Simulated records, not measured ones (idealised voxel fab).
Presented below is a process module, voxel trench capacitor.
Shown is cross-section cut, with a width of 235 nm and square cells of size 5 nm.
In what follows, cross-sections appear as grids of square cells, described through bands that run from the top down, where every band is one or more rows of cells.
This entry defines a band. It first specifies the height of the band's top and the height of its bottom in nm, and then specifies the band's materials from left to right, stating each material with its width in nm. The word "everywhere" identifies a single material that fills the band from edge to edge, while the word "air" identifies empty space.
For the purposes of this specification, 0 denotes the height below which the wafer in its as-received condition is composed wholly of one material, and the lowermost band, lacking a lower limit, extends downward without end, as expressed in "0 nm and below".
With a width like "30..40", each row of cells in the band differs from the next by the same amount, the top row carrying the first number and the bottom row the second.
Given "nothing altered" for a step, no cell of the cross-section differs between before and after that step.
This entry, "Enclosed cavities", enumerates those empty regions of no fewer than 8 cells that possess no open connection to the top. Each region is reported in the form width x height at distance, the distance being taken from the left edge, with all three quantities expressed in nm.
Note: text after step settings on the step line = simulator remark on that step.
When a step includes a mask, the "overlay nm" setting on its line states how far to the right of its planned place that mask lay, and negative values state how far to the left.

[List of planned process steps]
1,RECEIVE,material Si
2,CONFORMAL_DEP,material SiN,thk nm 10
3,MASKED_ETCH,tone open,mask id TRENCH,width nm 15,pitch nm 45,etch materials SiN,depth nm 10,overlay nm 0
4,MASKED_ETCH,tone open,mask id TRENCH,width nm 15,pitch nm 45,etch materials Si,depth nm 25,overlay nm 0
5,CONFORMAL_DEP,material SiO2,thk nm 5
6,FILL_DEP,material polySi,thk nm 5
7,CMP,height nm 10

[Cross-section of the incoming wafer, state after step 1]
	0 nm and below  Si everywhere
	Enclosed cavities: none

[First of two wafers: cross-section at end of module, run per plan]
	10 nm to 0 nm  SiN (85), SiO2 (5), polySi (5), SiO2 (5), SiN (30), SiO2 (5), polySi (5), SiO2 (5), SiN (90)
	0 nm to -20 nm  Si (85), SiO2 (5), polySi (5), SiO2 (5), Si (30), SiO2 (5), polySi (5), SiO2 (5), Si (90)
	-20 nm to -25 nm  Si (85), SiO2 (15), Si (30), SiO2 (15), Si (90)
	-25 nm and below  Si everywhere
	Enclosed cavities: none

[Presented here is a cross-section of the second of the two wafers as it stood at the end of the module. It was started in the same manner and assigned the same plan as the first wafer; however, one mistake was made in its execution]
	10 nm to 5 nm  polySi everywhere
	5 nm to 0 nm  SiO2 (90), polySi (5), SiO2 (40), polySi (5), SiO2 (95)
	0 nm to -20 nm  Si (85), SiO2 (5), polySi (5), SiO2 (5), Si (30), SiO2 (5), polySi (5), SiO2 (5), Si (90)
	-20 nm to -25 nm  Si (85), SiO2 (15), Si (30), SiO2 (15), Si (90)
	-25 nm and below  Si everywhere
	Enclosed cavities: none
Deviation from plan: plan step 2 skipped
Final cells, second wafer relative to first, materials higher or lower: 82 fewer of SiN | 37 more of SiO2 | 45 more of polySi
